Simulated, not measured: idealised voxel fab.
process module | voxel fin reveal
cross-section cut | 245 nm wide | cells 5 nm
A cross-section is a grid of square cells, given in bands from the top down. A band is one or more rows of cells.
Each band's line starts with the height of the band's top and of its bottom, in nm. Then come its materials from left to right, each with its width in nm. One material with "throughout" fills the band from edge to edge. "air" is empty space.
Height 0 is the level under which the wafer as received is all one material. The lowest band goes on downwards, as in "0 down".
A width such as "30 to 40" changes by the same amount from each row of cells to the next, from the band's top row to its bottom row.
"no change" after a step means that no cell of the cross-section changed.
closed voids: empty space of 8 cells or more with no open way to the top, each as width x height at its distance from the left edge, in nm
after a step's settings: what the simulator itself notes on the step
overlay nm, on a step with a mask: how far to the right of its planned place the mask lay; to the left if negative
plan
1 op RECEIVE | material Si
2 op CONFORMAL_DEP | material SiN | thk nm 10
3 op MASKED_ETCH | tone cover | mask id FINS | width nm 15 | pitch nm 40 | etch materials SiN | depth nm 10 | overlay nm 0
4 op MASKED_ETCH | tone cover | mask id FINS | width nm 15 | pitch nm 40 | etch materials Si | depth nm 35 | overlay nm 0
5 op OXIDIZE | depth nm 5
6 op FILL_DEP | material SiO2 | thk nm 15
7 op CMP | height nm 10
8 op SELECTIVE_ETCH | etch materials SiO2 | depth nm 20
9 op STRIP | etch materials SiN
10 op CONFORMAL_DEP | material HfO2 | thk nm 5
as received, after step 1
  0 down: Si throughout
  closed voids: none
a wafer at the end: this start, this plan, one mistake
  5 to 0: air 55 | HfO2 15 | air 25 | HfO2 15 | air 25 | HfO2 15 | air 25 | HfO2 15 | air 55
  0 to -5: air 55 | HfO2 5 | Si 5 | HfO2 5 | air 25 | HfO2 5 | Si 5 | HfO2 5 | air 25 | HfO2 5 | Si 5 | HfO2 5 | air 25 | HfO2 5 | Si 5 | HfO2 5 | air 55
  -5 to -10: HfO2 40 | air 15 | HfO2 5 | Si 5 | HfO2 5 | air 25 | HfO2 5 | Si 5 | HfO2 5 | air 25 | HfO2 5 | Si 5 | HfO2 5 | air 25 | HfO2 5 | Si 5 | HfO2 5 | air 15 | HfO2 40
  -10 to -15: SiO2 35 | HfO2 5 | air 15 | HfO2 5 | Si 5 | HfO2 5 | air 25 | HfO2 5 | Si 5 | HfO2 5 | air 25 | HfO2 5 | Si 5 | HfO2 5 | air 25 | HfO2 5 | Si 5 | HfO2 5 | air 15 | HfO2 5 | SiO2 35
  -15 to -20: SiO2 35 | HfO2 25 | Si 5 | HfO2 35 | Si 5 | HfO2 35 | Si 5 | HfO2 35 | Si 5 | HfO2 25 | SiO2 35
  -20 to -40: SiO2 60 | Si 5 | SiO2 35 | Si 5 | SiO2 35 | Si 5 | SiO2 35 | Si 5 | SiO2 60
  -40 down: Si throughout
  closed voids: none
what went wrong: steps 8 and 9 were swapped
